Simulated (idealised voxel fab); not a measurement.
process module | voxel transistor to metal
cross-section cut | 205 nm wide | cells 5 nm
A cross-section is a grid of square cells, given in bands from the top down. A band is one or more rows of cells.
Each band's line starts with the height of the band's top and of its bottom, in nm. Then come its materials from left to right, each with its width in nm. One material with "throughout" fills the band from edge to edge. "air" is empty space.
Height 0 is the level under which the wafer as received is all one material. The lowest band goes on downwards, as in "0 down".
A width such as "30 to 40" changes by the same amount from each row of cells to the next, from the band's top row to its bottom row.
"no change" after a step means that no cell of the cross-section changed.
closed voids: empty space of 8 cells or more with no open way to the top, each as width x height at its distance from the left edge, in nm
after a step's settings: what the simulator itself notes on the step
overlay nm, on a step with a mask: how far to the right of its planned place the mask lay; to the left if negative
plan
1 op RECEIVE | material Si
2 op OXIDIZE | depth nm 5
3 op CONFORMAL_DEP | material SiN | thk nm 15
4 op MASKED_ETCH | tone cover | mask id ACTIVE | width nm 110 | etch materials SiN | depth nm 15 | overlay nm 0
5 op MASKED_ETCH | tone cover | mask id ACTIVE | width nm 110 | etch materials SiO2 | depth nm 5 | overlay nm 0
6 op MASKED_ETCH | tone cover | mask id ACTIVE | width nm 110 | etch materials Si | depth nm 25 | overlay nm 0
7 op FILL_DEP | material SiO2 | thk nm 10
8 op CMP | height nm 15
9 op SELECTIVE_ETCH | etch materials SiO2 | depth nm 5
10 op STRIP | etch materials SiN
11 op SELECTIVE_ETCH | etch materials SiO2 | depth nm 5
12 op OXIDIZE | depth nm 5
13 op DIRECTIONAL_DEP | material polySi | thk nm 25
14 op DIRECTIONAL_DEP | material SiCN | thk nm 10
15 op PATTERN | tone cover | mask id GATE | material resist | width nm 30 | thk nm 20 | overlay nm 0
16 op DIRECTIONAL_ETCH | etch materials SiCN | depth nm 20
17 op DIRECTIONAL_ETCH | etch materials polySi | depth nm 35
18 op STRIP | etch materials resist
19 op CONFORMAL_DEP | material SiO2 | thk nm 5
20 op DIRECTIONAL_ETCH | etch materials SiO2 | depth nm 5
21 op CONFORMAL_DEP | material SiN | thk nm 10
22 op DIRECTIONAL_ETCH | etch materials SiN | depth nm 10
23 op DIRECTIONAL_ETCH | etch materials SiO2 | depth nm 5
24 op DIRECTIONAL_ETCH | etch materials Si | depth nm 5
25 op EPI | material nSi | thk nm 5
26 op FILL_DEP | material SiO2 | thk nm 5
27 op CMP | height nm 20
28 op STRIP | etch materials polySi
29 op SELECTIVE_ETCH | etch materials SiO2 | depth nm 5
30 op CONFORMAL_DEP | material HfO2 | thk nm 5
31 op CONFORMAL_DEP | material TiN | thk nm 5
32 op FILL_DEP | material W | thk nm 5
33 op CMP | height nm 15
34 op DIRECTIONAL_DEP | material SiO2 | thk nm 15
35 op MASKED_ETCH | tone open | mask id CONTACT | width nm 20 | pitch nm 80 | etch materials SiO2 | depth nm 40 | overlay nm 0
36 op CONFORMAL_DEP | material TiN | thk nm 5
37 op FILL_DEP | material W | thk nm 5
38 op CMP | height nm 30
39 op DIRECTIONAL_DEP | material TiN | thk nm 5
40 op DIRECTIONAL_DEP | material Ru | thk nm 15
41 op PATTERN | tone cover | mask id METAL_1 | material resist | width nm 20 | pitch nm 80 | thk nm 15 | overlay nm 0
42 op DIRECTIONAL_ETCH | etch materials Ru | depth nm 15
43 op DIRECTIONAL_ETCH | etch materials TiN | depth nm 5
44 op STRIP | etch materials resist
45 op CONFORMAL_DEP | material SiCN | thk nm 5
46 op FILL_DEP | material SiO2 | thk nm 10
47 op CMP | height nm 50
48 op CONFORMAL_DEP | material SiN | thk nm 5
as received, after step 1
  0 down: Si throughout
  closed voids: none
a wafer at the end: this start, this plan, one mistake
  55 to 50: SiN throughout
  50 to 35: SiO2 45 | SiCN 5 | Ru 20 | SiCN 5 | SiO2 50 | SiCN 5 | Ru 20 | SiCN 5 | SiO2 50
  35 to 30: SiCN 50 | TiN 20 | SiCN 60 | TiN 20 | SiCN 55
  30 to 20: SiO2 50 | TiN 5 | W 10 | TiN 5 | SiO2 60 | TiN 5 | W 10 | TiN 5 | SiO2 55
  20 to 15: SiO2 50 | TiN 5 | W 10 | TiN 5 | SiO2 60 | TiN 10 | W 5 | TiN 5 | SiO2 55
  15 to 10: SiO2 50 | TiN 5 | W 10 | TiN 5 | SiN 10 | HfO2 5 | TiN 5 | W 25 | TiN 5 | HfO2 5 | SiN 10 | TiN 5 | W 5 | TiN 5 | SiO2 55
  10 to 5: SiO2 50 | TiN 10 | W 5 | TiN 5 | SiN 10 | HfO2 5 | TiN 5 | W 25 | TiN 5 | HfO2 5 | SiN 10 | TiN 15 | SiO2 55
  5 to 0: SiO2 45 | SiN 10 | TiN 5 | W 5 | TiN 5 | SiN 10 | HfO2 5 | TiN 5 | W 25 | TiN 5 | HfO2 5 | SiN 10 | TiN 10 | SiN 10 | SiO2 50
  0 to -5: SiO2 45 | SiN 10 | TiN 15 | SiN 10 | HfO2 5 | TiN 35 | HfO2 5 | SiN 10 | TiN 10 | SiN 10 | SiO2 50
  -5 to -10: SiO2 55 | nSi 5 | TiN 5 | nSi 5 | SiO2 10 | HfO2 45 | SiO2 10 | nSi 10 | SiO2 60
  -10 to -15: SiO2 45 | Si 10 | nSi 15 | Si 65 | nSi 10 | Si 10 | SiO2 50
  -15 to -30: SiO2 45 | Si 110 | SiO2 50
  -30 down: Si throughout
  closed voids: none
what went wrong: step 15 ran as: op PATTERN | tone cover | mask id GATE | material resist | width nm 35 | thk nm 20 | overlay nm 0
